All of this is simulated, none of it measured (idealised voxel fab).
process module | voxel wiring stack
cross-section cut | 205 nm wide | cells 5 nm
A cross-section is a grid of square cells, given in bands from the top down. A band is one or more rows of cells.
Each band's line starts with the height of the band's top and of its bottom, in nm. Then come its materials from left to right, each with its width in nm. One material with "throughout" fills the band from edge to edge. "air" is empty space.
Height 0 is the level under which the wafer as received is all one material. The lowest band goes on downwards, as in "0 down".
A width such as "30 to 40" changes by the same amount from each row of cells to the next, from the band's top row to its bottom row.
"no change" after a step means that no cell of the cross-section changed.
closed voids: empty space of 8 cells or more with no open way to the top, each as width x height at its distance from the left edge, in nm
after a step's settings: what the simulator itself notes on the step
overlay nm, on a step with a mask: how far to the right of its planned place the mask lay; to the left if negative
plan
1 op RECEIVE | material Si
2 op CONFORMAL_DEP | material SiO2 | thk nm 10
3 op DIRECTIONAL_DEP | material TiN | thk nm 5
4 op DIRECTIONAL_DEP | material Ru | thk nm 25
5 op PATTERN | tone cover | mask id METAL_1 | material resist | width nm 30 | pitch nm 50 | thk nm 20 | overlay nm 0
6 op DIRECTIONAL_ETCH | etch materials Ru | depth nm 25
7 op DIRECTIONAL_ETCH | etch materials TiN | depth nm 5
8 op STRIP | etch materials resist
9 op FILL_DEP | material SiO2 | thk nm 10
10 op CMP | height nm 40
11 op CONFORMAL_DEP | material SiCN | thk nm 5
12 op DIRECTIONAL_DEP | material SiO2 | thk nm 15
13 op MASKED_ETCH | tone open | mask id PLUG_1 | width nm 15 | pitch nm 50 | etch materials SiO2 | depth nm 15 | overlay nm 0
14 op MASKED_ETCH | tone open | mask id PLUG_1 | width nm 15 | pitch nm 50 | etch materials SiCN | depth nm 5 | overlay nm 0
15 op CONFORMAL_DEP | material TiN | thk nm 5
16 op FILL_DEP | material Cu | thk nm 5
17 op CMP | height nm 60
18 op CONFORMAL_DEP | material SiN | thk nm 5
19 op DIRECTIONAL_DEP | material SiO2 | thk nm 25
20 op DIRECTIONAL_DEP | material aC | thk nm 10
21 op PATTERN | tone open | mask id METAL_2 | material resist | width nm 30 | pitch nm 50 | thk nm 25 | overlay nm 0
22 op DIRECTIONAL_ETCH | etch materials aC | depth nm 10
23 op STRIP | etch materials resist
24 op DIRECTIONAL_ETCH | etch materials SiO2 | depth nm 25
25 op DIRECTIONAL_ETCH | etch materials SiN | depth nm 5
26 op STRIP | etch materials aC
27 op CONFORMAL_DEP | material TiN | thk nm 5
28 op FILL_DEP | material Cu | thk nm 5
29 op CMP | height nm 90
30 op CONFORMAL_DEP | material SiCN | thk nm 5
first wafer, as planned
as received, after step 1
  0 down: Si throughout
  closed voids: none
after step 2
  10 to 0: SiO2 throughout
  below 0: unchanged
after step 3
  15 to 10: TiN throughout
  below 10: unchanged
after step 4
  40 to 15: Ru throughout
  below 15: unchanged
after step 5
  60 to 40: air 35 | resist 30 | air 20 | resist 30 | air 20 | resist 30 | air 40
  below 40: unchanged
after step 6
  60 to 40: air 35 | resist 30 | air 20 | resist 30 | air 20 | resist 30 | air 40
  40 to 15: air 35 | Ru 30 | air 20 | Ru 30 | air 20 | Ru 30 | air 40
  below 15: unchanged
after step 7
  60 to 40: air 35 | resist 30 | air 20 | resist 30 | air 20 | resist 30 | air 40
  40 to 15: air 35 | Ru 30 | air 20 | Ru 30 | air 20 | Ru 30 | air 40
  15 to 10: air 35 | TiN 30 | air 20 | TiN 30 | air 20 | TiN 30 | air 40
  below 10: unchanged
after step 8
  40 to 15: air 35 | Ru 30 | air 20 | Ru 30 | air 20 | Ru 30 | air 40
  below 15: unchanged
after step 9
  50 to 40: SiO2 throughout
  40 to 15: SiO2 35 | Ru 30 | SiO2 20 | Ru 30 | SiO2 20 | Ru 30 | SiO2 40
  15 to 10: SiO2 35 | TiN 30 | SiO2 20 | TiN 30 | SiO2 20 | TiN 30 | SiO2 40
  below 10: unchanged
after step 10
  40 to 15: SiO2 35 | Ru 30 | SiO2 20 | Ru 30 | SiO2 20 | Ru 30 | SiO2 40
  below 15: unchanged
after step 11
  45 to 40: SiCN throughout
  below 40: unchanged
after step 12
  60 to 45: SiO2 throughout
  below 45: unchanged
after step 13
  60 to 45: SiO2 35 | air 15 | SiO2 35 | air 15 | SiO2 35 | air 15 | SiO2 55
  below 45: unchanged
after step 14
  60 to 45: SiO2 35 | air 15 | SiO2 35 | air 15 | SiO2 35 | air 15 | SiO2 55
  45 to 40: SiCN 35 | air 15 | SiCN 35 | air 15 | SiCN 35 | air 15 | SiCN 55
  below 40: unchanged
after step 15
  65 to 60: TiN 40 | air 5 | TiN 45 | air 5 | TiN 45 | air 5 | TiN 60
  60 to 45: SiO2 35 | TiN 5 | air 5 | TiN 5 | SiO2 35 | TiN 5 | air 5 | TiN 5 | SiO2 35 | TiN 5 | air 5 | TiN 5 | SiO2 55
  45 to 40: SiCN 35 | TiN 15 | SiCN 35 | TiN 15 | SiCN 35 | TiN 15 | SiCN 55
  below 40: unchanged
after step 16
  70 to 65: Cu throughout
  65 to 60: TiN 40 | Cu 5 | TiN 45 | Cu 5 | TiN 45 | Cu 5 | TiN 60
  60 to 45: SiO2 35 | TiN 5 | Cu 5 | TiN 5 | SiO2 35 | TiN 5 | Cu 5 | TiN 5 | SiO2 35 | TiN 5 | Cu 5 | TiN 5 | SiO2 55
  below 45: unchanged
after step 17
  60 to 45: SiO2 35 | TiN 5 | Cu 5 | TiN 5 | SiO2 35 | TiN 5 | Cu 5 | TiN 5 | SiO2 35 | TiN 5 | Cu 5 | TiN 5 | SiO2 55
  below 45: unchanged
after step 18
  65 to 60: SiN throughout
  below 60: unchanged
after step 19
  90 to 65: SiO2 throughout
  below 65: unchanged
after step 20
  100 to 90: aC throughout
  below 90: unchanged
after step 21
  125 to 100: resist 35 | air 30 | resist 20 | air 30 | resist 20 | air 30 | resist 40
  below 100: unchanged
after step 22
  115 to 100: resist 35 | air 30 | resist 20 | air 30 | resist 20 | air 30 | resist 40
  100 to 90: aC 35 | air 30 | aC 20 | air 30 | aC 20 | air 30 | aC 40
  below 90: unchanged
after step 23
  100 to 90: aC 35 | air 30 | aC 20 | air 30 | aC 20 | air 30 | aC 40
  below 90: unchanged
after step 24
  100 to 90: aC 35 | air 30 | aC 20 | air 30 | aC 20 | air 30 | aC 40
  90 to 65: SiO2 35 | air 30 | SiO2 20 | air 30 | SiO2 20 | air 30 | SiO2 40
  below 65: unchanged
after step 25
  100 to 90: aC 35 | air 30 | aC 20 | air 30 | aC 20 | air 30 | aC 40
  90 to 65: SiO2 35 | air 30 | SiO2 20 | air 30 | SiO2 20 | air 30 | SiO2 40
  65 to 60: SiN 35 | air 30 | SiN 20 | air 30 | SiN 20 | air 30 | SiN 40
  below 60: unchanged
after step 26
  90 to 65: SiO2 35 | air 30 | SiO2 20 | air 30 | SiO2 20 | air 30 | SiO2 40
  below 65: unchanged
after step 27
  95 to 90: TiN 40 | air 20 | TiN 30 | air 20 | TiN 30 | air 20 | TiN 45
  90 to 65: SiO2 35 | TiN 5 | air 20 | TiN 5 | SiO2 20 | TiN 5 | air 20 | TiN 5 | SiO2 20 | TiN 5 | air 20 | TiN 5 | SiO2 40
  65 to 60: SiN 35 | TiN 30 | SiN 20 | TiN 30 | SiN 20 | TiN 30 | SiN 40
  below 60: unchanged
after step 28
  100 to 95: Cu throughout
  95 to 90: TiN 40 | Cu 20 | TiN 30 | Cu 20 | TiN 30 | Cu 20 | TiN 45
  90 to 65: SiO2 35 | TiN 5 | Cu 20 | TiN 5 | SiO2 20 | TiN 5 | Cu 20 | TiN 5 | SiO2 20 | TiN 5 | Cu 20 | TiN 5 | SiO2 40
  below 65: unchanged
after step 29
  90 to 65: SiO2 35 | TiN 5 | Cu 20 | TiN 5 | SiO2 20 | TiN 5 | Cu 20 | TiN 5 | SiO2 20 | TiN 5 | Cu 20 | TiN 5 | SiO2 40
  below 65: unchanged
after step 30
  95 to 90: SiCN throughout
  below 90: unchanged
second wafer: like start, like plan, one mistake. Through step 9 it matches the first wafer
when step 10 should have ended
  45 to 40: SiO2 throughout
  below 40: unchanged
when step 11 should have ended
  50 to 45: SiCN throughout
  below 45: unchanged
when step 12 should have ended
  65 to 50: SiO2 throughout
  below 50: unchanged
when step 13 should have ended
  65 to 50: SiO2 35 | air 15 | SiO2 35 | air 15 | SiO2 35 | air 15 | SiO2 55
  below 50: unchanged
when step 14 should have ended
  65 to 50: SiO2 35 | air 15 | SiO2 35 | air 15 | SiO2 35 | air 15 | SiO2 55
  50 to 45: SiCN 35 | air 15 | SiCN 35 | air 15 | SiCN 35 | air 15 | SiCN 55
  below 45: unchanged
when step 15 should have ended
  70 to 65: TiN 40 | air 5 | TiN 45 | air 5 | TiN 45 | air 5 | TiN 60
  65 to 50: SiO2 35 | TiN 5 | air 5 | TiN 5 | SiO2 35 | TiN 5 | air 5 | TiN 5 | SiO2 35 | TiN 5 | air 5 | TiN 5 | SiO2 55
  50 to 45: SiCN 35 | TiN 15 | SiCN 35 | TiN 15 | SiCN 35 | TiN 15 | SiCN 55
  below 45: unchanged
when step 16 should have ended
  75 to 70: Cu throughout
  70 to 65: TiN 40 | Cu 5 | TiN 45 | Cu 5 | TiN 45 | Cu 5 | TiN 60
  65 to 50: SiO2 35 | TiN 5 | Cu 5 | TiN 5 | SiO2 35 | TiN 5 | Cu 5 | TiN 5 | SiO2 35 | TiN 5 | Cu 5 | TiN 5 | SiO2 55
  below 50: unchanged
when step 17 should have ended
  60 to 50: SiO2 35 | TiN 5 | Cu 5 | TiN 5 | SiO2 35 | TiN 5 | Cu 5 | TiN 5 | SiO2 35 | TiN 5 | Cu 5 | TiN 5 | SiO2 55
  below 50: unchanged
when step 18 should have ended
  65 to 60: SiN throughout
  below 60: unchanged
when step 19 should have ended
  90 to 65: SiO2 throughout
  below 65: unchanged
when step 20 should have ended
  100 to 90: aC throughout
  below 90: unchanged
when step 21 should have ended
  125 to 100: resist 35 | air 30 | resist 20 | air 30 | resist 20 | air 30 | resist 40
  below 100: unchanged
when step 22 should have ended
  115 to 100: resist 35 | air 30 | resist 20 | air 30 | resist 20 | air 30 | resist 40
  100 to 90: aC 35 | air 30 | aC 20 | air 30 | aC 20 | air 30 | aC 40
  below 90: unchanged
when step 23 should have ended
  100 to 90: aC 35 | air 30 | aC 20 | air 30 | aC 20 | air 30 | aC 40
  below 90: unchanged
when step 24 should have ended
  100 to 90: aC 35 | air 30 | aC 20 | air 30 | aC 20 | air 30 | aC 40
  90 to 65: SiO2 35 | air 30 | SiO2 20 | air 30 | SiO2 20 | air 30 | SiO2 40
  below 65: unchanged
when step 25 should have ended
  100 to 90: aC 35 | air 30 | aC 20 | air 30 | aC 20 | air 30 | aC 40
  90 to 65: SiO2 35 | air 30 | SiO2 20 | air 30 | SiO2 20 | air 30 | SiO2 40
  65 to 60: SiN 35 | air 30 | SiN 20 | air 30 | SiN 20 | air 30 | SiN 40
  below 60: unchanged
when step 26 should have ended
  90 to 65: SiO2 35 | air 30 | SiO2 20 | air 30 | SiO2 20 | air 30 | SiO2 40
  below 65: unchanged
when step 27 should have ended
  95 to 90: TiN 40 | air 20 | TiN 30 | air 20 | TiN 30 | air 20 | TiN 45
  90 to 65: SiO2 35 | TiN 5 | air 20 | TiN 5 | SiO2 20 | TiN 5 | air 20 | TiN 5 | SiO2 20 | TiN 5 | air 20 | TiN 5 | SiO2 40
  65 to 60: SiN 35 | TiN 30 | SiN 20 | TiN 30 | SiN 20 | TiN 30 | SiN 40
  below 60: unchanged
when step 28 should have ended
  100 to 95: Cu throughout
  95 to 90: TiN 40 | Cu 20 | TiN 30 | Cu 20 | TiN 30 | Cu 20 | TiN 45
  90 to 65: SiO2 35 | TiN 5 | Cu 20 | TiN 5 | SiO2 20 | TiN 5 | Cu 20 | TiN 5 | SiO2 20 | TiN 5 | Cu 20 | TiN 5 | SiO2 40
  below 65: unchanged
when step 29 should have ended
  90 to 65: SiO2 35 | TiN 5 | Cu 20 | TiN 5 | SiO2 20 | TiN 5 | Cu 20 | TiN 5 | SiO2 20 | TiN 5 | Cu 20 | TiN 5 | SiO2 40
  below 65: unchanged
when step 30 should have ended
  95 to 90: SiCN throughout
  below 90: unchanged
what went wrong: step 10 ran as: op CMP | height nm 45
at the end the second wafer has, in cells: 3 fewer of Cu | 9 more of SiO2 | 6 fewer of TiN
